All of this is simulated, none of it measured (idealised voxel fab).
The document below concerns the process module designated voxel capacitor over wiring.
Section cut is 140 nm wide and gridded with 5 nm square cells.
Cross-section, as written here: a square-cell grid given band by band from the top down, where a band holds one or more rows of cells. The entry gives the band's vertical extent as a top height and a bottom height in nm, then its horizontal make-up as materials from left to right, each with a width in nm. "air" stands for empty space; a single material marked "everywhere" fills the band edge to edge. Zero point of the height axis is 0; under it, received wafer = one material. Lowest band: continues down indefinitely, "0 -> down". The width entry "30..40" should be interpreted row by row: the top row of cells in the band takes the first number, the bottom row takes the second number, and the change between adjacent rows is uniform throughout. Take "no alteration" at face value: in the step it is given for, the cross-section changed in none of its cells. The label "Enclosed void entries" introduces a list of the empty spaces, 8 cells or larger, that have no open way up to the top; each entry in it reads width x height at distance, where the distance is taken from the left edge and all three are stated in nm. If you see something after the settings on a step's line, that's the simulator's own remark about that step. overlay nm: how far to the right of its planned place the mask lay on this masked step (negative: to the left).
-- These are the steps we planned for the process
1,RECEIVE | material Si
2,CONFORMAL_DEP | material SiO2 | thk nm 10
3,CONFORMAL_DEP | material SiN | thk nm 5
4,DIRECTIONAL_DEP | material lowk | thk nm 20
5,MASKED_ETCH | tone open | mask id METAL_1 | width nm 20 | pitch nm 85 | etch materials lowk | depth nm 20 | overlay nm 0
6,MASKED_ETCH | tone open | mask id METAL_1 | width nm 20 | pitch nm 85 | etch materials SiN | depth nm 5 | overlay nm 0
7,CONFORMAL_DEP | material TiN | thk nm 5
8,FILL_DEP | material Ru | thk nm 10
9,CMP | height nm 35
10,CONFORMAL_DEP | material SiCN | thk nm 5
11,DIRECTIONAL_DEP | material SiO2 | thk nm 10
12,MASKED_ETCH | tone open | mask id PLUG_1 | width nm 15 | etch materials SiO2 | depth nm 10 | overlay nm 0
13,MASKED_ETCH | tone open | mask id PLUG_1 | width nm 15 | etch materials SiCN | depth nm 5 | overlay nm 0
14,EPI | material Ru | thk nm 10
15,EPI | material Ru | thk nm 5
16,DIRECTIONAL_DEP | material TiN | thk nm 5
17,DIRECTIONAL_DEP | material SiN | thk nm 5
18,DIRECTIONAL_DEP | material TiN | thk nm 10
19,DIRECTIONAL_DEP | material aC | thk nm 10
20,PATTERN | tone cover | mask id UPPER_PLATE | material resist | width nm 70 | thk nm 30 | overlay nm 0
21,DIRECTIONAL_ETCH | etch materials aC | depth nm 10
22,STRIP | etch materials resist
23,DIRECTIONAL_ETCH | etch materials TiN | depth nm 10
24,DIRECTIONAL_ETCH | etch materials SiN | depth nm 5
25,STRIP | etch materials aC
26,DIRECTIONAL_DEP | material aC | thk nm 15
27,PATTERN | tone cover | mask id LOWER_PLATE | material resist | width nm 80 | thk nm 35 | overlay nm 0
28,DIRECTIONAL_ETCH | etch materials aC | depth nm 15
29,STRIP | etch materials resist
30,DIRECTIONAL_ETCH | etch materials TiN | depth nm 5
31,STRIP | etch materials aC
32,FILL_DEP | material SiO2 | thk nm 15
33,CMP | height nm 80
34,PATTERN | tone open | mask id PLUG_2 | material resist | width nm 15 | thk nm 15 | overlay nm 0
35,DIRECTIONAL_ETCH | etch materials SiO2 | depth nm 10
36,STRIP | etch materials resist
37,CONFORMAL_DEP | material TiN | thk nm 5
38,FILL_DEP | material Cu | thk nm 10
39,CMP | height nm 80
40,CONFORMAL_DEP | material SiN | thk nm 5
-- As received (post step 1): cross-section
  0 -> down | Si everywhere
  Enclosed void entries: none
-- End-of-module cross-section of the first of two wafers, processed as planned
  85 -> 80 | SiN everywhere
  80 -> 75 | SiO2: 30 | TiN: 5 | Cu: 5 | TiN: 5 | SiO2: 95
  75 -> 70 | SiO2: 30 | TiN: 15 | SiO2: 95
  70 -> 60 | SiO2: 20 | TiN: 70 | SiO2: 50
  60 -> 55 | SiO2: 20 | SiN: 70 | SiO2: 50
  55 -> 50 | SiO2: 15 | TiN: 80 | SiO2: 45
  50 -> 40 | SiO2: 20 | Ru: 15 | SiO2: 105
  40 -> 35 | SiCN: 20 | Ru: 15 | SiCN: 105
  35 -> 15 | lowk: 15 | TiN: 5 | Ru: 10 | TiN: 5 | lowk: 65 | TiN: 5 | Ru: 10 | TiN: 5 | lowk: 20
  15 -> 10 | SiN: 15 | TiN: 20 | SiN: 65 | TiN: 20 | SiN: 20
  10 -> 0 | SiO2 everywhere
  0 -> down | Si everywhere
  Enclosed void entries: none
-- This is the second of the two wafers, cross-sectioned at the end of the module; it started exactly like the first and was given the same plan, but it was run with one mistake
  85 -> 80 | SiN everywhere
  80 -> 75 | SiO2: 30 | TiN: 5 | Cu: 5 | TiN: 5 | SiO2: 95
  75 -> 70 | SiO2: 30 | TiN: 15 | SiO2: 95
  70 -> 65 | SiO2 everywhere
  65 -> 55 | SiO2: 20 | TiN: 70 | SiO2: 50
  55 -> 50 | SiO2: 15 | TiN: 80 | SiO2: 45
  50 -> 40 | SiO2: 20 | Ru: 15 | SiO2: 105
  40 -> 35 | SiCN: 20 | Ru: 15 | SiCN: 105
  35 -> 15 | lowk: 15 | TiN: 5 | Ru: 10 | TiN: 5 | lowk: 65 | TiN: 5 | Ru: 10 | TiN: 5 | lowk: 20
  15 -> 10 | SiN: 15 | TiN: 20 | SiN: 65 | TiN: 20 | SiN: 20
  10 -> 0 | SiO2 everywhere
  0 -> down | Si everywhere
  Enclosed void entries: none
Here's what went sideways: step 17 of the plan got skipped, so it never ran
Final cells, second wafer relative to first, materials higher or lower: 14 fewer of SiN, 14 more of SiO2
